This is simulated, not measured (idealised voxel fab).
The name of this process module is voxel gate over fins.
Xsec cut, 155 nm wide, square cell size 5 nm.
Each cross-section below is a grid of square cells, stated as bands in top-down order, with one or more rows of cells making up each band. In this notation a band is specified by the heights of its top and bottom, in that order and in nm, after which its materials appear from left to right, each paired with its width in nm. The word "throughout" attached to a single material means that material fills the band from edge to edge; the word "blank" stands for empty space. Height is counted from the level 0, under which the received wafer is composed throughout of one material. The lowest of the bands is not closed at the bottom but continues downward, in the notation "0 nm and below". The expression "30->40" gives the width at the extremes of the band, the first number at its top row of cells and the second at its bottom row, with the width changing by equal amounts from each row to the next in between. Step note "same as before" = no cross-section cell changed. "Enclosed void inventory": empty spaces of 8 cells or more with no open way to the top, each given as width x height at distance, distance from the left edge, all in nm. If you see something after the settings on a step's line, that's the simulator's own remark about that step. Steps that use a mask can have "overlay nm" on their line. It says how far the mask sat to the right of where it was meant to be. Negative means to the left.

Process steps (planned)
step 1: RECEIVE,material Si
step 2: CONFORMAL_DEP,material SiN,thk nm 10
step 3: DIRECTIONAL_DEP,material aC,thk nm 10
step 4: PATTERN,tone cover,mask id FINS,material resist,width nm 15,pitch nm 35,thk nm 30,overlay nm 0
step 5: DIRECTIONAL_ETCH,etch materials aC,depth nm 10
step 6: STRIP,etch materials resist
step 7: DIRECTIONAL_ETCH,etch materials SiN,depth nm 10
step 8: DIRECTIONAL_ETCH,etch materials Si,depth nm 40
step 9: STRIP,etch materials aC
step 10: FILL_DEP,material SiO2,thk nm 10
step 11: CMP,height nm 10
step 12: SELECTIVE_ETCH,etch materials SiO2,depth nm 25
step 13: STRIP,etch materials SiN
step 14: CONFORMAL_DEP,material HfO2,thk nm 5
step 15: CONFORMAL_DEP,material TiN,thk nm 5
step 16: FILL_DEP,material W,thk nm 10
step 17: CMP,height nm 15
step 18: CONFORMAL_DEP,material SiN,thk nm 10

So this is the incoming wafer in cross-section - it's already been through step 1
- 0 nm and below = Si throughout
- Enclosed void inventory: none

Cross-section: first of two wafers, module finished, run according to plan
- 25 nm to 15 nm = SiN throughout
- 15 nm to 10 nm = W throughout
- 10 nm to 5 nm = 40 W, then 70 TiN, then 45 W
- 5 nm to 0 nm = 40 W, then 5 TiN, then 25 HfO2, then 10 TiN, then 25 HfO2, then 5 TiN, then 45 W
- 0 nm to -5 nm = 40 W, then 5 TiN, then 5 HfO2, then 15 Si, then 5 HfO2, then 10 TiN, then 5 HfO2, then 15 Si, then 5 HfO2, then 5 TiN, then 45 W
- -5 nm to -10 nm = 45 TiN, then 5 HfO2, then 15 Si, then 5 HfO2, then 10 TiN, then 5 HfO2, then 15 Si, then 5 HfO2, then 50 TiN
- -10 nm to -15 nm = 50 HfO2, then 15 Si, then 20 HfO2, then 15 Si, then 55 HfO2
- -15 nm to -40 nm = 50 SiO2, then 15 Si, then 20 SiO2, then 15 Si, then 55 SiO2
- -40 nm and below = Si throughout
- Enclosed void inventory: none

Second of two wafers, module complete, sectioned: it shares the first wafer's start and plan but was run with one mistake
- 25 nm to 15 nm = SiN throughout
- 15 nm to 10 nm = W throughout
- 10 nm to 5 nm = 40 W, then 70 TiN, then 45 W
- 5 nm to 0 nm = 40 W, then 5 TiN, then 25 SiO2, then 10 TiN, then 25 SiO2, then 5 TiN, then 45 W
- 0 nm to -5 nm = 40 W, then 5 TiN, then 5 SiO2, then 15 Si, then 5 SiO2, then 10 TiN, then 5 SiO2, then 15 Si, then 5 SiO2, then 5 TiN, then 45 W
- -5 nm to -10 nm = 45 TiN, then 5 SiO2, then 15 Si, then 5 SiO2, then 10 TiN, then 5 SiO2, then 15 Si, then 5 SiO2, then 50 TiN
- -10 nm to -40 nm = 50 SiO2, then 15 Si, then 20 SiO2, then 15 Si, then 55 SiO2
- -40 nm and below = Si throughout
- Enclosed void inventory: none
Short version of what went wrong: step 14: run off-plan, actual operation and settings CONFORMAL_DEP,material SiO2,thk nm 5
Wrapping up, a cell-based count of both wafers puts the second over or under the first for these materials: 43 fewer of HfO2; 43 more of SiO2
